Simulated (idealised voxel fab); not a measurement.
Module name: voxel gate over fins (process module)
Displayed cross-section: cut, width of 260 nm, square cells sized 5 nm.
Reading order for cross-sections: top band down to bottom band. Underlying form: a grid of square cells. Band size: one or more rows of cells. Top, bottom (nm), then materials left to right with widths (nm); lone material tagged "everywhere" fills the whole band edge to edge; "blank" = empty space. The level at which height equals 0 is the one under which the wafer, as it arrives, is entirely one material. No lower edge exists for the bottom band, which continues downward and is notated as in "0 down". Per-row width for "30..40": begins at first number (top row of band), ends at second number (bottom row), increment between rows held constant. You'll sometimes find "all unchanged" written for a step, and that's the way of saying that nowhere in the cross-section did a cell change during that step. Enclosed voids (no open way to top), threshold 8 cells or more, entry "Closed voids list", notation width x height at distance, distance from left edge, nm. If you see something after the settings on a step's line, that's the simulator's own remark about that step. The setting "overlay nm" may be written on the line of a step. When the step uses a mask, the value reports how far to the right of the planned place the mask lay, and a negative value reports that it lay to the left.

Set out below are the planned steps of the process
1. op RECEIVE | material Si
2. op CONFORMAL_DEP | material SiN | thk nm 5
3. op MASKED_ETCH | tone cover | mask id FINS | width nm 15 | pitch nm 35 | etch materials SiN | depth nm 5 | overlay nm 0
4. op MASKED_ETCH | tone cover | mask id FINS | width nm 15 | pitch nm 35 | etch materials Si | depth nm 35 | overlay nm 0
5. op OXIDIZE | depth nm 5
6. op FILL_DEP | material SiO2 | thk nm 15
7. op CMP | height nm 5
8. op SELECTIVE_ETCH | etch materials SiO2 | depth nm 20
9. op STRIP | etch materials SiN
10. op CONFORMAL_DEP | material HfO2 | thk nm 5
11. op CONFORMAL_DEP | material TiN | thk nm 5
12. op CONFORMAL_DEP | material TiAl | thk nm 5
13. op CONFORMAL_DEP | material TiN | thk nm 5
14. op FILL_DEP | material W | thk nm 15
15. op CMP | height nm 30
16. op CONFORMAL_DEP | material SiN | thk nm 10

First wafer, two in total, run as planned

Cross-section of the wafer at receipt, which is the condition after step 1
0 down  Si everywhere
Closed voids list: none

State of the wafer after step 2, shown in cross-section
5 to 0  SiN everywhere
Lower than 0, everything is as it was.

State of the wafer after step 3, shown in cross-section
5 to 0  blank (105) / SiN (15) / blank (20) / SiN (15) / blank (105)
Lower than 0, everything is as it was.

State of the wafer after step 4, shown in cross-section
5 to 0  blank (105) / SiN (15) / blank (20) / SiN (15) / blank (105)
0 to -35  blank (105) / Si (15) / blank (20) / Si (15) / blank (105)
Lower than -35, everything is as it was.

State of the wafer after step 5, shown in cross-section
5 to 0  blank (105) / SiN (15) / blank (20) / SiN (15) / blank (105)
0 to -35  blank (105) / SiO2 (5) / Si (5) / SiO2 (5) / blank (20) / SiO2 (5) / Si (5) / SiO2 (5) / blank (105)
-35 to -40  SiO2 (110) / Si (5) / SiO2 (30) / Si (5) / SiO2 (110)
Lower than -40, everything is as it was.

State of the wafer after step 6, shown in cross-section
20 to 5  SiO2 everywhere
5 to 0  SiO2 (105) / SiN (15) / SiO2 (20) / SiN (15) / SiO2 (105)
0 to -40  SiO2 (110) / Si (5) / SiO2 (30) / Si (5) / SiO2 (110)
Lower than -40, everything is as it was.

State of the wafer after step 7, shown in cross-section
5 to 0  SiO2 (105) / SiN (15) / SiO2 (20) / SiN (15) / SiO2 (105)
Lower than 0, everything is as it was.

State of the wafer after step 8, shown in cross-section
5 to 0  blank (105) / SiN (15) / blank (20) / SiN (15) / blank (105)
0 to -15  blank (110) / Si (5) / blank (30) / Si (5) / blank (110)
Lower than -15, everything is as it was.

State of the wafer after step 9, shown in cross-section
0 to -15  blank (110) / Si (5) / blank (30) / Si (5) / blank (110)
Lower than -15, everything is as it was.

State of the wafer after step 10, shown in cross-section
5 to 0  blank (105) / HfO2 (15) / blank (20) / HfO2 (15) / blank (105)
0 to -10  blank (105) / HfO2 (5) / Si (5) / HfO2 (5) / blank (20) / HfO2 (5) / Si (5) / HfO2 (5) / blank (105)
-10 to -15  HfO2 (110) / Si (5) / HfO2 (30) / Si (5) / HfO2 (110)
Lower than -15, everything is as it was.

State of the wafer after step 11, shown in cross-section
10 to 5  blank (100) / TiN (25) / blank (10) / TiN (25) / blank (100)
5 to 0  blank (100) / TiN (5) / HfO2 (15) / TiN (5) / blank (10) / TiN (5) / HfO2 (15) / TiN (5) / blank (100)
0 to -5  blank (100) / TiN (5) / HfO2 (5) / Si (5) / HfO2 (5) / TiN (5) / blank (10) / TiN (5) / HfO2 (5) / Si (5) / HfO2 (5) / TiN (5) / blank (100)
-5 to -10  TiN (105) / HfO2 (5) / Si (5) / HfO2 (5) / TiN (20) / HfO2 (5) / Si (5) / HfO2 (5) / TiN (105)
Lower than -10, everything is as it was.

State of the wafer after step 12, shown in cross-section
15 to 10  blank (95) / TiAl (70) / blank (95)
10 to 5  blank (95) / TiAl (5) / TiN (25) / TiAl (10) / TiN (25) / TiAl (5) / blank (95)
5 to 0  blank (95) / TiAl (5) / TiN (5) / HfO2 (15) / TiN (5) / TiAl (10) / TiN (5) / HfO2 (15) / TiN (5) / TiAl (5) / blank (95)
0 to -5  TiAl (100) / TiN (5) / HfO2 (5) / Si (5) / HfO2 (5) / TiN (5) / TiAl (10) / TiN (5) / HfO2 (5) / Si (5) / HfO2 (5) / TiN (5) / TiAl (100)
Lower than -5, everything is as it was.

State of the wafer after step 13, shown in cross-section
20 to 15  blank (90) / TiN (80) / blank (90)
15 to 10  blank (90) / TiN (5) / TiAl (70) / TiN (5) / blank (90)
10 to 5  blank (90) / TiN (5) / TiAl (5) / TiN (25) / TiAl (10) / TiN (25) / TiAl (5) / TiN (5) / blank (90)
5 to 0  TiN (95) / TiAl (5) / TiN (5) / HfO2 (15) / TiN (5) / TiAl (10) / TiN (5) / HfO2 (15) / TiN (5) / TiAl (5) / TiN (95)
Lower than 0, everything is as it was.

State of the wafer after step 14, shown in cross-section
35 to 20  W everywhere
20 to 15  W (90) / TiN (80) / W (90)
15 to 10  W (90) / TiN (5) / TiAl (70) / TiN (5) / W (90)
10 to 5  W (90) / TiN (5) / TiAl (5) / TiN (25) / TiAl (10) / TiN (25) / TiAl (5) / TiN (5) / W (90)
Lower than 5, everything is as it was.

State of the wafer after step 15, shown in cross-section
30 to 20  W everywhere
Lower than 20, everything is as it was.

State of the wafer after step 16, shown in cross-section
40 to 30  SiN everywhere
Lower than 30, everything is as it was.

Notes, second wafer: start = first wafer's, plan = first wafer's, execution had one mistake; history identical to first through step 11

The second wafer in cross-section, at the planned close of step 12
15 to 5  blank (95) / TiN (70) / blank (95)
5 to 0  blank (95) / TiN (10) / HfO2 (15) / TiN (20) / HfO2 (15) / TiN (10) / blank (95)
0 to -10  TiN (105) / HfO2 (5) / Si (5) / HfO2 (5) / TiN (20) / HfO2 (5) / Si (5) / HfO2 (5) / TiN (105)
Lower than -10, everything is as it was.

The second wafer in cross-section, at the planned close of step 13
20 to 15  blank (90) / TiAl (80) / blank (90)
15 to 5  blank (90) / TiAl (5) / TiN (70) / TiAl (5) / blank (90)
5 to 0  TiAl (95) / TiN (10) / HfO2 (15) / TiN (20) / HfO2 (15) / TiN (10) / TiAl (95)
Lower than 0, everything is as it was.

The second wafer in cross-section, at the planned close of step 14
35 to 20  W everywhere
20 to 15  W (90) / TiAl (80) / W (90)
15 to 5  W (90) / TiAl (5) / TiN (70) / TiAl (5) / W (90)
Lower than 5, everything is as it was.

The second wafer in cross-section, at the planned close of step 15
30 to 20  W everywhere
Lower than 20, everything is as it was.

The second wafer in cross-section, at the planned close of step 16
40 to 30  SiN everywhere
Lower than 30, everything is as it was.
Processing error: steps 12 and 13 of the plan were each performed in the slot designated for the other
FYI, end of process, the second wafer has more or fewer cells of some materials than the first: TiAl: 6 fewer, TiN: 6 more
